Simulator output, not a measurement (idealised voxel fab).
The document below concerns the process module designated voxel trench capacitor.
In the cross-section labelled cut, the width is 255 nm and each square cell is 5 nm.
How to read a cross-section here: the picture is a grid of square cells, written as bands going from the top down, and any band can span one or more rows of cells. Band: top height; bottom height; in nm. Then, left to right: material with width in nm, for each material. "all across": a single material spanning edge to edge. "empty": empty space. Ref level 0: as-received wafer is one material below here. Bottom band extends down with no lower bound ("top 0, no bottom"). Top row gets the first number, bottom row gets the second, and each row in between changes by the same step: that is how a band width like "30..40" works. The designation "nothing altered", where it is given for a processing step, indicates that no cell of the cross-section was altered in the course of that step. "Enclosed voids" - sealed voids, min. 8 cells, no opening to top; format: width x height at distance (distance from left edge; nm throughout). Anything after a step's settings on that line? It's the simulator's own note about the step. A step's line can hold "overlay nm"; with a mask on that step, the setting says how far right of the planned place the mask lay, while a negative setting says it lay to the left.

### Process steps foreseen in the plan
step 1: op RECEIVE | material Si
step 2: op CONFORMAL_DEP | material SiN | thk nm 10
step 3: op DIRECTIONAL_DEP | material aC | thk nm 10
step 4: op PATTERN | tone open | mask id TRENCH | material resist | width nm 30 | pitch nm 55 | thk nm 25 | overlay nm 0
step 5: op DIRECTIONAL_ETCH | etch materials aC | depth nm 10
step 6: op STRIP | etch materials resist
step 7: op DIRECTIONAL_ETCH | etch materials SiN | depth nm 10
step 8: op DIRECTIONAL_ETCH | etch materials Si | depth nm 40
step 9: op STRIP | etch materials aC
step 10: op CONFORMAL_DEP | material Al2O3 | thk nm 5
step 11: op CONFORMAL_DEP | material TiN | thk nm 5
step 12: op FILL_DEP | material W | thk nm 5
step 13: op CMP | height nm 10

### First wafer out of two, processed as planned

### Cross-section of the wafer at receipt, which is the condition after step 1
> top 0, no bottom  Si all across
> Enclosed voids: none

### Once step 2 is through, the wafer looks like this in cross-section
> top 10, bottom 0  SiN all across
> Below 0, the layers are the same as they were.

### Once step 3 is through, the wafer looks like this in cross-section
> top 20, bottom 10  aC all across
> Below 10, the layers are the same as they were.

### Once step 4 is through, the wafer looks like this in cross-section
> top 45, bottom 20  resist: 85, empty: 30, resist: 25, empty: 30, resist: 85
> Below 20, the layers are the same as they were.

### Once step 5 is through, the wafer looks like this in cross-section
> top 35, bottom 20  resist: 85, empty: 30, resist: 25, empty: 30, resist: 85
> top 20, bottom 10  aC: 85, empty: 30, aC: 25, empty: 30, aC: 85
> Below 10, the layers are the same as they were.

### Once step 6 is through, the wafer looks like this in cross-section
> top 20, bottom 10  aC: 85, empty: 30, aC: 25, empty: 30, aC: 85
> Below 10, the layers are the same as they were.

### Once step 7 is through, the wafer looks like this in cross-section
> top 20, bottom 10  aC: 85, empty: 30, aC: 25, empty: 30, aC: 85
> top 10, bottom 0  SiN: 85, empty: 30, SiN: 25, empty: 30, SiN: 85
> Below 0, the layers are the same as they were.

### Once step 8 is through, the wafer looks like this in cross-section
> top 20, bottom 10  aC: 85, empty: 30, aC: 25, empty: 30, aC: 85
> top 10, bottom 0  SiN: 85, empty: 30, SiN: 25, empty: 30, SiN: 85
> top 0, bottom -40  Si: 85, empty: 30, Si: 25, empty: 30, Si: 85
> Below -40, the layers are the same as they were.

### Once step 9 is through, the wafer looks like this in cross-section
> top 10, bottom 0  SiN: 85, empty: 30, SiN: 25, empty: 30, SiN: 85
> Below 0, the layers are the same as they were.

### Once step 10 is through, the wafer looks like this in cross-section
> top 15, bottom 10  Al2O3: 90, empty: 20, Al2O3: 35, empty: 20, Al2O3: 90
> top 10, bottom 0  SiN: 85, Al2O3: 5, empty: 20, Al2O3: 5, SiN: 25, Al2O3: 5, empty: 20, Al2O3: 5, SiN: 85
> top 0, bottom -35  Si: 85, Al2O3: 5, empty: 20, Al2O3: 5, Si: 25, Al2O3: 5, empty: 20, Al2O3: 5, Si: 85
> top -35, bottom -40  Si: 85, Al2O3: 30, Si: 25, Al2O3: 30, Si: 85
> Below -40, the layers are the same as they were.

### Once step 11 is through, the wafer looks like this in cross-section
> top 20, bottom 15  TiN: 95, empty: 10, TiN: 45, empty: 10, TiN: 95
> top 15, bottom 10  Al2O3: 90, TiN: 5, empty: 10, TiN: 5, Al2O3: 35, TiN: 5, empty: 10, TiN: 5, Al2O3: 90
> top 10, bottom 0  SiN: 85, Al2O3: 5, TiN: 5, empty: 10, TiN: 5, Al2O3: 5, SiN: 25, Al2O3: 5, TiN: 5, empty: 10, TiN: 5, Al2O3: 5, SiN: 85
> top 0, bottom -30  Si: 85, Al2O3: 5, TiN: 5, empty: 10, TiN: 5, Al2O3: 5, Si: 25, Al2O3: 5, TiN: 5, empty: 10, TiN: 5, Al2O3: 5, Si: 85
> top -30, bottom -35  Si: 85, Al2O3: 5, TiN: 20, Al2O3: 5, Si: 25, Al2O3: 5, TiN: 20, Al2O3: 5, Si: 85
> Below -35, the layers are the same as they were.

### Once step 12 is through, the wafer looks like this in cross-section
> top 25, bottom 20  W all across
> top 20, bottom 15  TiN: 95, W: 10, TiN: 45, W: 10, TiN: 95
> top 15, bottom 10  Al2O3: 90, TiN: 5, W: 10, TiN: 5, Al2O3: 35, TiN: 5, W: 10, TiN: 5, Al2O3: 90
> top 10, bottom 0  SiN: 85, Al2O3: 5, TiN: 5, W: 10, TiN: 5, Al2O3: 5, SiN: 25, Al2O3: 5, TiN: 5, W: 10, TiN: 5, Al2O3: 5, SiN: 85
> top 0, bottom -30  Si: 85, Al2O3: 5, TiN: 5, W: 10, TiN: 5, Al2O3: 5, Si: 25, Al2O3: 5, TiN: 5, W: 10, TiN: 5, Al2O3: 5, Si: 85
> Below -30, the layers are the same as they were.

### Once step 13 is through, the wafer looks like this in cross-section
> top 10, bottom 0  SiN: 85, Al2O3: 5, TiN: 5, W: 10, TiN: 5, Al2O3: 5, SiN: 25, Al2O3: 5, TiN: 5, W: 10, TiN: 5, Al2O3: 5, SiN: 85
> Below 0, the layers are the same as they were.

### Wafer two. Same start, same plan, one slip in execution. Same as wafer one through step 3, inclusive

### At the planned end of step 4, the second wafer in cross-section
> top 45, bottom 20  empty: 85, resist: 30, empty: 25, resist: 30, empty: 85
> Below 20, the layers are the same as they were.

### At the planned end of step 5, the second wafer in cross-section
> top 35, bottom 20  empty: 85, resist: 30, empty: 25, resist: 30, empty: 85
> top 20, bottom 10  empty: 85, aC: 30, empty: 25, aC: 30, empty: 85
> Below 10, the layers are the same as they were.

### At the planned end of step 6, the second wafer in cross-section
> top 20, bottom 10  empty: 85, aC: 30, empty: 25, aC: 30, empty: 85
> Below 10, the layers are the same as they were.

### At the planned end of step 7, the second wafer in cross-section
> top 20, bottom 10  empty: 85, aC: 30, empty: 25, aC: 30, empty: 85
> top 10, bottom 0  empty: 85, SiN: 30, empty: 25, SiN: 30, empty: 85
> Below 0, the layers are the same as they were.

### At the planned end of step 8, the second wafer in cross-section
> top 20, bottom 10  empty: 85, aC: 30, empty: 25, aC: 30, empty: 85
> top 10, bottom 0  empty: 85, SiN: 30, empty: 25, SiN: 30, empty: 85
> top 0, bottom -40  empty: 85, Si: 30, empty: 25, Si: 30, empty: 85
> Below -40, the layers are the same as they were.

### At the planned end of step 9, the second wafer in cross-section
> top 10, bottom 0  empty: 85, SiN: 30, empty: 25, SiN: 30, empty: 85
> Below 0, the layers are the same as they were.

### At the planned end of step 10, the second wafer in cross-section
> top 15, bottom 10  empty: 80, Al2O3: 40, empty: 15, Al2O3: 40, empty: 80
> top 10, bottom 0  empty: 80, Al2O3: 5, SiN: 30, Al2O3: 5, empty: 15, Al2O3: 5, SiN: 30, Al2O3: 5, empty: 80
> top 0, bottom -35  empty: 80, Al2O3: 5, Si: 30, Al2O3: 5, empty: 15, Al2O3: 5, Si: 30, Al2O3: 5, empty: 80
> top -35, bottom -40  Al2O3: 85, Si: 30, Al2O3: 25, Si: 30, Al2O3: 85
> Below -40, the layers are the same as they were.

### At the planned end of step 11, the second wafer in cross-section
> top 20, bottom 15  empty: 75, TiN: 50, empty: 5, TiN: 50, empty: 75
> top 15, bottom 10  empty: 75, TiN: 5, Al2O3: 40, TiN: 5, empty: 5, TiN: 5, Al2O3: 40, TiN: 5, empty: 75
> top 10, bottom 0  empty: 75, TiN: 5, Al2O3: 5, SiN: 30, Al2O3: 5, TiN: 5, empty: 5, TiN: 5, Al2O3: 5, SiN: 30, Al2O3: 5, TiN: 5, empty: 75
> top 0, bottom -30  empty: 75, TiN: 5, Al2O3: 5, Si: 30, Al2O3: 5, TiN: 5, empty: 5, TiN: 5, Al2O3: 5, Si: 30, Al2O3: 5, TiN: 5, empty: 75
> top -30, bottom -35  TiN: 80, Al2O3: 5, Si: 30, Al2O3: 5, TiN: 15, Al2O3: 5, Si: 30, Al2O3: 5, TiN: 80
> Below -35, the layers are the same as they were.

### At the planned end of step 12, the second wafer in cross-section
> top 25, bottom 20  W all across
> top 20, bottom 15  W: 75, TiN: 50, W: 5, TiN: 50, W: 75
> top 15, bottom 10  W: 75, TiN: 5, Al2O3: 40, TiN: 5, W: 5, TiN: 5, Al2O3: 40, TiN: 5, W: 75
> top 10, bottom 0  W: 75, TiN: 5, Al2O3: 5, SiN: 30, Al2O3: 5, TiN: 5, W: 5, TiN: 5, Al2O3: 5, SiN: 30, Al2O3: 5, TiN: 5, W: 75
> top 0, bottom -30  W: 75, TiN: 5, Al2O3: 5, Si: 30, Al2O3: 5, TiN: 5, W: 5, TiN: 5, Al2O3: 5, Si: 30, Al2O3: 5, TiN: 5, W: 75
> Below -30, the layers are the same as they were.

### At the planned end of step 13, the second wafer in cross-section
> top 10, bottom 0  W: 75, TiN: 5, Al2O3: 5, SiN: 30, Al2O3: 5, TiN: 5, W: 5, TiN: 5, Al2O3: 5, SiN: 30, Al2O3: 5, TiN: 5, W: 75
> Below 0, the layers are the same as they were.
Against the plan, the run slipped here: not per plan at step 4, really ran op PATTERN | tone cover | mask id TRENCH | material resist | width nm 30 | pitch nm 55 | thk nm 25 | overlay nm 0
Materials where the second wafer ends with more or fewer cells than the first: 27 more of Al2O3; 216 fewer of Si; 54 fewer of SiN; 27 more of TiN; 216 more of W
